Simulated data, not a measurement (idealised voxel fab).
Process module under the name voxel lift off
Each square cell in cross-section cut measures 5 nm, and the section as a whole is 250 nm wide.
Cross-section spec: square-cell grid; bands listed top down; each band is one or more rows.
Band: top and bottom heights (nm) first, top before bottom; then materials from left to right, widths in nm. "full width" marks a sole material filling the band edge to edge. "blank" denotes empty space.
For the purposes of this specification, 0 denotes the height below which the wafer in its as-received condition is composed wholly of one material, and the lowermost band, lacking a lower limit, extends downward without end, as expressed in "from 0 down".
Think of "30->40" as a width that walks from the first number to the second as you go down the band, top row to bottom row, taking equal-sized steps from row to row.
For the purposes of this document, the phrase "no alteration" attached to a step denotes that no cell within the cross-section was modified by that step.
The label "Closed empty spaces" introduces a list of the empty spaces, 8 cells or larger, that have no open way up to the top; each entry in it reads width x height at distance, where the distance is taken from the left edge and all three are stated in nm.
Step line, after settings: the simulator's comment on this step.
What "overlay nm" on a step's line means: if the step has a mask, that mask lay this far to the right of its planned place, or, when the value is negative, to the left.
### The following list gives the planned process steps
1) RECEIVE with material Si
2) CONFORMAL_DEP with material SiN, thk nm 15
3) PATTERN with tone open, mask id LINES, material resist, width nm 30, pitch nm 50, thk nm 25, overlay nm 0
4) DIRECTIONAL_DEP with material Ru, thk nm 15
5) STRIP with etch materials resist
6) CONFORMAL_DEP with material SiCN, thk nm 10
### Cross-sectional view of the wafer in its as-received condition, corresponding to the state after step 1
    from 0 down | Si full width
    Closed empty spaces: none
### Here's the cross-section of the first of our two wafers at the end of the module - it ran as planned
    from 40 to 30 | 25 blank / 200 SiCN / 25 blank
    from 30 to 25 | 25 blank / 10 SiCN / 30 Ru / 20 SiCN / 30 Ru / 20 SiCN / 30 Ru / 20 SiCN / 30 Ru / 10 SiCN / 25 blank
    from 25 to 15 | 35 SiCN / 30 Ru / 20 SiCN / 30 Ru / 20 SiCN / 30 Ru / 20 SiCN / 30 Ru / 35 SiCN
    from 15 to 0 | SiN full width
    from 0 down | Si full width
    Closed empty spaces: none
### Cross-section, second wafer: same start as the first, same plan as the first, one mistake in running it; taken at the end of the module
    from 40 to 30 | 20 blank / 200 SiCN / 30 blank
    from 30 to 25 | 20 blank / 10 SiCN / 30 Ru / 20 SiCN / 30 Ru / 20 SiCN / 30 Ru / 20 SiCN / 30 Ru / 10 SiCN / 30 blank
    from 25 to 15 | 30 SiCN / 30 Ru / 20 SiCN / 30 Ru / 20 SiCN / 30 Ru / 20 SiCN / 30 Ru / 40 SiCN
    from 15 to 0 | SiN full width
    from 0 down | Si full width
    Closed empty spaces: none
What was the processing mistake? off-plan run, step 3, actual operation and settings PATTERN with tone open, mask id LINES, material resist, width nm 30, pitch nm 50, thk nm 25, overlay nm -5
Same inventory, different map: at the end, the second wafer holds as many cells of each material as the first, placed elsewhere.
